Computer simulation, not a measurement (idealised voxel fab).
Process module in this document: voxel capacitor over wiring
We display cut, a cross-section 240 nm in width whose square cells are each 5 nm.
Just so we're on the same page, the cross-sections are grids of square cells, and they're listed out in bands top to bottom, each band one or more rows deep.
First you get the band's top height and its bottom height, in nm, and then the materials it's made of, left to right, with each width in nm. If you see a single material with "edge to edge", that one covers the band edge to edge. "empty" is empty space.
For the purposes of this specification, 0 denotes the height below which the wafer in its as-received condition is composed wholly of one material, and the lowermost band, lacking a lower limit, extends downward without end, as expressed in "0 -> down".
Width: "30 to 40" (first number = top row, second number = bottom row, same change from row to row of cells).
"no modifications" for a step: no cell of the cross-section changed in that step.
In "Closed void listing" the enclosed voids are listed, meaning empty spaces of 8 cells or larger without any opening to the top. The form is width x height at distance, distance from the left edge, units nm.
Whatever follows a step's settings on its line is a remark the simulator itself makes about that step.
Each step line may optionally specify "overlay nm", which for a step with a mask gives the rightward distance between the mask's planned place and where it lay, a negative value indicating the leftward direction.
**Here's what the planned process steps look like**
| 1 | op RECEIVE | material Si |
| 2 | op CONFORMAL_DEP | material SiO2 | thk nm 10 |
| 3 | op CONFORMAL_DEP | material SiCN | thk nm 5 |
| 4 | op DIRECTIONAL_DEP | material SiO2 | thk nm 15 |
| 5 | op DIRECTIONAL_DEP | material aC | thk nm 10 |
| 6 | op PATTERN | tone open | mask id METAL_1 | material resist | width nm 20 | pitch nm 80 | thk nm 30 | overlay nm 0 |
| 7 | op DIRECTIONAL_ETCH | etch materials aC | depth nm 10 |
| 8 | op STRIP | etch materials resist |
| 9 | op DIRECTIONAL_ETCH | etch materials SiO2 | depth nm 15 |
| 10 | op DIRECTIONAL_ETCH | etch materials SiCN | depth nm 5 |
| 11 | op STRIP | etch materials aC |
| 12 | op CONFORMAL_DEP | material TiN | thk nm 5 |
| 13 | op FILL_DEP | material W | thk nm 10 |
| 14 | op CMP | height nm 30 |
| 15 | op EPI | material Ru | thk nm 5 |
| 16 | op FILL_DEP | material SiCN | thk nm 5 |
| 17 | op DIRECTIONAL_DEP | material lowk | thk nm 15 |
| 18 | op MASKED_ETCH | tone open | mask id PLUG_1 | width nm 15 | etch materials lowk | depth nm 15 | overlay nm 0 |
| 19 | op MASKED_ETCH | tone open | mask id PLUG_1 | width nm 15 | etch materials SiCN | depth nm 5 | overlay nm 0 |
| 20 | op CONFORMAL_DEP | material TiN | thk nm 5 |
| 21 | op FILL_DEP | material Ru | thk nm 5 |
| 22 | op CMP | height nm 55 |
| 23 | op DIRECTIONAL_DEP | material TiN | thk nm 5 |
| 24 | op DIRECTIONAL_DEP | material SiN | thk nm 5 |
| 25 | op DIRECTIONAL_DEP | material TiN | thk nm 5 |
| 26 | op MASKED_ETCH | tone cover | mask id UPPER_PLATE | width nm 65 | etch materials TiN | depth nm 5 | overlay nm 0 |
| 27 | op MASKED_ETCH | tone cover | mask id UPPER_PLATE | width nm 65 | etch materials SiN | depth nm 5 | overlay nm 0 |
| 28 | op DIRECTIONAL_DEP | material aC | thk nm 15 |
| 29 | op PATTERN | tone cover | mask id LOWER_PLATE | material resist | width nm 75 | thk nm 30 | overlay nm 0 |
| 30 | op DIRECTIONAL_ETCH | etch materials aC | depth nm 15 |
| 31 | op STRIP | etch materials resist |
| 32 | op DIRECTIONAL_ETCH | etch materials TiN | depth nm 5 |
| 33 | op STRIP | etch materials aC |
| 34 | op FILL_DEP | material SiO2 | thk nm 20 |
| 35 | op CMP | height nm 85 |
| 36 | op PATTERN | tone open | mask id PLUG_2 | material resist | width nm 15 | thk nm 15 | overlay nm 0 |
| 37 | op DIRECTIONAL_ETCH | etch materials SiO2 | depth nm 15 |
| 38 | op STRIP | etch materials resist |
| 39 | op CONFORMAL_DEP | material TiN | thk nm 5 |
| 40 | op FILL_DEP | material Cu | thk nm 10 |
| 41 | op CMP | height nm 85 |
| 42 | op CONFORMAL_DEP | material SiCN | thk nm 5 |
**So this is the incoming wafer in cross-section - it's already been through step 1**
> 0 -> down = Si edge to edge
> Closed void listing: none
**The first of the two wafers as seen in cross-section once the module was finished; processing followed the plan**
> 90 -> 85 = SiCN edge to edge
> 85 -> 75 = SiO2 (85), TiN (5), Cu (5), TiN (5), SiO2 (140)
> 75 -> 65 = SiO2 (85 to 75), TiN (15 to 65), SiO2 (140 to 100)
> 65 -> 60 = SiO2 (75), SiN (65), SiO2 (100)
> 60 -> 55 = SiO2 (70), TiN (75), SiO2 (95)
> 55 -> 40 = lowk (75), TiN (5), Ru (5), TiN (5), lowk (150)
> 40 -> 35 = SiCN (75), TiN (15), SiCN (150)
> 35 -> 30 = SiCN (65), Ru (30), SiCN (50), Ru (30), SiCN (65)
> 30 -> 15 = SiO2 (70), TiN (5), W (10), TiN (5), SiO2 (60), TiN (5), W (10), TiN (5), SiO2 (70)
> 15 -> 10 = SiCN (70), TiN (20), SiCN (60), TiN (20), SiCN (70)
> 10 -> 0 = SiO2 edge to edge
> 0 -> down = Si edge to edge
> Closed void listing: none
**Here's the second of our two wafers sectioned at module end. Same start as the first, same plan, but one mistake got made running it**
> 90 -> 85 = SiCN edge to edge
> 85 -> 75 = SiO2 (85), TiN (5), Cu (5), TiN (5), SiO2 (140)
> 75 -> 65 = SiO2 (85 to 75), TiN (15 to 65), SiO2 (140 to 100)
> 65 -> 60 = SiO2 (70), TiN (75), SiO2 (95)
> 60 -> 55 = SiN edge to edge
> 55 -> 40 = lowk (75), TiN (5), Ru (5), TiN (5), lowk (150)
> 40 -> 35 = SiCN (75), TiN (15), SiCN (150)
> 35 -> 30 = SiCN (65), Ru (30), SiCN (50), Ru (30), SiCN (65)
> 30 -> 15 = SiO2 (70), TiN (5), W (10), TiN (5), SiO2 (60), TiN (5), W (10), TiN (5), SiO2 (70)
> 15 -> 10 = SiCN (70), TiN (20), SiCN (60), TiN (20), SiCN (70)
> 10 -> 0 = SiO2 edge to edge
> 0 -> down = Si edge to edge
> Closed void listing: none
Want to know what went wrong? order of steps 23 and 24 inverted relative to the plan
Final difference in cells, second wafer against first, listed per material as more or fewer: +35 SiN | -35 SiO2
